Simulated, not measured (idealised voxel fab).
Process module name: voxel tone inversion
We display cut, a cross-section 200 nm in width whose square cells are each 5 nm.
Heads up, the way a cross-section reads in here is a grid of square cells, handed over as bands from the top down, with every band being one or more rows of cells.
Top, bottom (nm), then materials left to right with widths (nm); lone material tagged "throughout" fills the whole band edge to edge; "blank" = empty space.
Heights from 0 (as-received wafer is one material below). Bottom band endless downward, as "0 -> down".
Quick explanation for "30..40": the width changes in equal steps down the rows of cells, from the first number in the band's top row to the second number in its bottom row.
"everything unchanged" after a step means that no cell of the cross-section changed.
For the entry "Sealed voids", the listed items are empty spaces with no open way to the top whose size is 8 cells or more; each item follows the pattern width x height at distance, where distance is from the left edge and all three are in nm.
Whatever follows a step's settings on its line is a remark the simulator itself makes about that step.
overlay nm: mask right of planned place by this much (step with mask). Neg. = left.
Here's what the planned process steps look like:
1) RECEIVE [material Si]
2) CONFORMAL_DEP [material SiN] [thk nm 5]
3) DIRECTIONAL_DEP [material aC] [thk nm 20]
4) PATTERN [tone cover] [mask id POSTS] [material resist] [width nm 25] [pitch nm 40] [thk nm 30] [overlay nm 0]
5) DIRECTIONAL_ETCH [etch materials aC] [depth nm 20]
6) STRIP [etch materials resist]
7) FILL_DEP [material lowk] [thk nm 10]
8) CMP [height nm 25]
9) STRIP [etch materials aC]
10) CONFORMAL_DEP [material TiN] [thk nm 5]
11) FILL_DEP [material Cu] [thk nm 10]
12) CMP [height nm 25]
13) CONFORMAL_DEP [material SiN] [thk nm 5]
Account of the first of two wafers, which was processed as intended:
Cross-sectional view of the wafer in its as-received condition, corresponding to the state after step 1:
    0 -> down  Si throughout
    Sealed voids: none
Presented here is a cross-section of the wafer after step 2 has been performed:
    5 -> 0  SiN throughout
    Nothing below the height 0 has changed.
Presented here is a cross-section of the wafer after step 3 has been performed:
    25 -> 5  aC throughout
    Nothing below the height 5 has changed.
Presented here is a cross-section of the wafer after step 4 has been performed:
    55 -> 25  45 of blank, 25 of resist, 15 of blank, 25 of resist, 15 of blank, 25 of resist, 50 of blank
    Nothing below the height 25 has changed.
Presented here is a cross-section of the wafer after step 5 has been performed:
    35 -> 25  45 of blank, 25 of resist, 15 of blank, 25 of resist, 15 of blank, 25 of resist, 50 of blank
    25 -> 5  45 of blank, 25 of aC, 15 of blank, 25 of aC, 15 of blank, 25 of aC, 50 of blank
    Nothing below the height 5 has changed.
Presented here is a cross-section of the wafer after step 6 has been performed:
    25 -> 5  45 of blank, 25 of aC, 15 of blank, 25 of aC, 15 of blank, 25 of aC, 50 of blank
    Nothing below the height 5 has changed.
Presented here is a cross-section of the wafer after step 7 has been performed:
    35 -> 25  lowk throughout
    25 -> 5  45 of lowk, 25 of aC, 15 of lowk, 25 of aC, 15 of lowk, 25 of aC, 50 of lowk
    Nothing below the height 5 has changed.
Presented here is a cross-section of the wafer after step 8 has been performed:
    25 -> 5  45 of lowk, 25 of aC, 15 of lowk, 25 of aC, 15 of lowk, 25 of aC, 50 of lowk
    Nothing below the height 5 has changed.
Presented here is a cross-section of the wafer after step 9 has been performed:
    25 -> 5  45 of lowk, 25 of blank, 15 of lowk, 25 of blank, 15 of lowk, 25 of blank, 50 of lowk
    Nothing below the height 5 has changed.
Presented here is a cross-section of the wafer after step 10 has been performed:
    30 -> 25  50 of TiN, 15 of blank, 25 of TiN, 15 of blank, 25 of TiN, 15 of blank, 55 of TiN
    25 -> 10  45 of lowk, 5 of TiN, 15 of blank, 5 of TiN, 15 of lowk, 5 of TiN, 15 of blank, 5 of TiN, 15 of lowk, 5 of TiN, 15 of blank, 5 of TiN, 50 of lowk
    10 -> 5  45 of lowk, 25 of TiN, 15 of lowk, 25 of TiN, 15 of lowk, 25 of TiN, 50 of lowk
    Nothing below the height 5 has changed.
Presented here is a cross-section of the wafer after step 11 has been performed:
    40 -> 30  Cu throughout
    30 -> 25  50 of TiN, 15 of Cu, 25 of TiN, 15 of Cu, 25 of TiN, 15 of Cu, 55 of TiN
    25 -> 10  45 of lowk, 5 of TiN, 15 of Cu, 5 of TiN, 15 of lowk, 5 of TiN, 15 of Cu, 5 of TiN, 15 of lowk, 5 of TiN, 15 of Cu, 5 of TiN, 50 of lowk
    Nothing below the height 10 has changed.
Presented here is a cross-section of the wafer after step 12 has been performed:
    25 -> 10  45 of lowk, 5 of TiN, 15 of Cu, 5 of TiN, 15 of lowk, 5 of TiN, 15 of Cu, 5 of TiN, 15 of lowk, 5 of TiN, 15 of Cu, 5 of TiN, 50 of lowk
    Nothing below the height 10 has changed.
Presented here is a cross-section of the wafer after step 13 has been performed:
    30 -> 25  SiN throughout
    Nothing below the height 25 has changed.
Second Wafer (Identical Start and Plan, One Processing Error; Matches First Wafer Through Step 2):
The second wafer cut through, at the time step 3 was supposed to be finished:
    20 -> 5  aC throughout
    Nothing below the height 5 has changed.
The second wafer cut through, at the time step 4 was supposed to be finished:
    50 -> 20  45 of blank, 25 of resist, 15 of blank, 25 of resist, 15 of blank, 25 of resist, 50 of blank
    Nothing below the height 20 has changed.
The second wafer cut through, at the time step 5 was supposed to be finished:
    30 -> 20  45 of blank, 25 of resist, 15 of blank, 25 of resist, 15 of blank, 25 of resist, 50 of blank
    20 -> 5  45 of blank, 25 of aC, 15 of blank, 25 of aC, 15 of blank, 25 of aC, 50 of blank
    Nothing below the height 5 has changed.
The second wafer cut through, at the time step 6 was supposed to be finished:
    20 -> 5  45 of blank, 25 of aC, 15 of blank, 25 of aC, 15 of blank, 25 of aC, 50 of blank
    Nothing below the height 5 has changed.
The second wafer cut through, at the time step 7 was supposed to be finished:
    30 -> 20  lowk throughout
    20 -> 5  45 of lowk, 25 of aC, 15 of lowk, 25 of aC, 15 of lowk, 25 of aC, 50 of lowk
    Nothing below the height 5 has changed.
The second wafer cut through, at the time step 8 was supposed to be finished:
    25 -> 20  lowk throughout
    Nothing below the height 20 has changed.
The second wafer cut through, at the time step 9 was supposed to be finished: everything unchanged
The second wafer cut through, at the time step 10 was supposed to be finished:
    30 -> 25  TiN throughout
    Nothing below the height 25 has changed.
The second wafer cut through, at the time step 11 was supposed to be finished:
    40 -> 30  Cu throughout
    Nothing below the height 30 has changed.
The second wafer cut through, at the time step 12 was supposed to be finished:
    25 -> 20  lowk throughout
    Nothing below the height 20 has changed.
The second wafer cut through, at the time step 13 was supposed to be finished:
    30 -> 25  SiN throughout
    Nothing below the height 25 has changed.
what went wrong: the process deviated at step 3: the operation and settings actually run there were DIRECTIONAL_DEP [material aC] [thk nm 15]
Final wafer comparison in cells, second versus first, more or fewer per material: -27 Cu; -33 TiN; +45 aC; +15 lowk
